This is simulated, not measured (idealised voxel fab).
process module | voxel self aligned contacts
cross-section cut | 225 nm wide | cells 5 nm
A cross-section is a grid of square cells, given in bands from the top down. A band is one or more rows of cells.
Each band's line starts with the height of the band's top and of its bottom, in nm. Then come its materials from left to right, each with its width in nm. One material with "throughout" fills the band from edge to edge. "air" is empty space.
Height 0 is the level under which the wafer as received is all one material. The lowest band goes on downwards, as in "0 down".
A width such as "30 to 40" changes by the same amount from each row of cells to the next, from the band's top row to its bottom row.
"no change" after a step means that no cell of the cross-section changed.
closed voids: empty space of 8 cells or more with no open way to the top, each as width x height at its distance from the left edge, in nm
after a step's settings: what the simulator itself notes on the step
overlay nm, on a step with a mask: how far to the right of its planned place the mask lay; to the left if negative
plan
1 op RECEIVE | material Si
2 op OXIDIZE | depth nm 5
3 op DIRECTIONAL_DEP | material polySi | thk nm 30
4 op DIRECTIONAL_DEP | material SiN | thk nm 20
5 op PATTERN | tone cover | mask id GATE | material resist | width nm 35 | pitch nm 70 | thk nm 20 | overlay nm 0
6 op DIRECTIONAL_ETCH | etch materials SiN | depth nm 20
7 op DIRECTIONAL_ETCH | etch materials polySi | depth nm 30
8 op STRIP | etch materials resist
9 op CONFORMAL_DEP | material SiN | thk nm 5
10 op DIRECTIONAL_ETCH | etch materials SiN | depth nm 5
11 op FILL_DEP | material SiO2 | thk nm 20
12 op CMP | height nm 60
13 op DIRECTIONAL_DEP | material aC | thk nm 10
14 op PATTERN | tone open | mask id CONTACT | material resist | width nm 55 | pitch nm 70 | thk nm 25 | overlay nm 0
15 op DIRECTIONAL_ETCH | etch materials aC | depth nm 10
16 op STRIP | etch materials resist
17 op DIRECTIONAL_ETCH | etch materials SiO2 | depth nm 65
18 op STRIP | etch materials aC
19 op CONFORMAL_DEP | material TiN | thk nm 5
20 op FILL_DEP | material W | thk nm 5
21 op CMP | height nm 60
22 op CONFORMAL_DEP | material SiN | thk nm 5
as received, after step 1
  0 down: Si throughout
  closed voids: none
first wafer at the end, as planned
  65 to 60: SiN throughout
  60 to 50: SiO2 50 | TiN 5 to 20 | W 45 to 15 | TiN 5 to 20 | SiO2 15 | TiN 5 to 20 | W 45 to 15 | TiN 5 to 20 | SiO2 50
  50 to 30: SiO2 20 | SiN 45 | TiN 5 | W 15 | TiN 5 | SiN 45 | TiN 5 | W 15 | TiN 5 | SiN 45 | SiO2 20
  30 to 0: SiO2 20 | SiN 5 | polySi 35 | SiN 5 | TiN 5 | W 15 | TiN 5 | SiN 5 | polySi 35 | SiN 5 | TiN 5 | W 15 | TiN 5 | SiN 5 | polySi 35 | SiN 5 | SiO2 20
  0 to -5: SiO2 65 | TiN 25 | SiO2 45 | TiN 25 | SiO2 65
  -5 down: Si throughout
  closed voids: none
second wafer at the end: like start, like plan, one mistake
  65 to 60: SiN throughout
  60 to 50: SiO2 50 | aC 5 to 20 | W 45 to 15 | aC 5 to 20 | SiO2 15 | aC 5 to 20 | W 45 to 15 | aC 5 to 20 | SiO2 50
  50 to 30: SiO2 20 | SiN 45 | aC 5 | W 15 | aC 5 | SiN 45 | aC 5 | W 15 | aC 5 | SiN 45 | SiO2 20
  30 to 0: SiO2 20 | SiN 5 | polySi 35 | SiN 5 | aC 5 | W 15 | aC 5 | SiN 5 | polySi 35 | SiN 5 | aC 5 | W 15 | aC 5 | SiN 5 | polySi 35 | SiN 5 | SiO2 20
  0 to -5: SiO2 65 | aC 25 | SiO2 45 | aC 25 | SiO2 65
  -5 down: Si throughout
  closed voids: none
what went wrong: step 19 ran as: op CONFORMAL_DEP | material aC | thk nm 5
at the end the second wafer has, in cells: 70 fewer of TiN | 70 more of aC
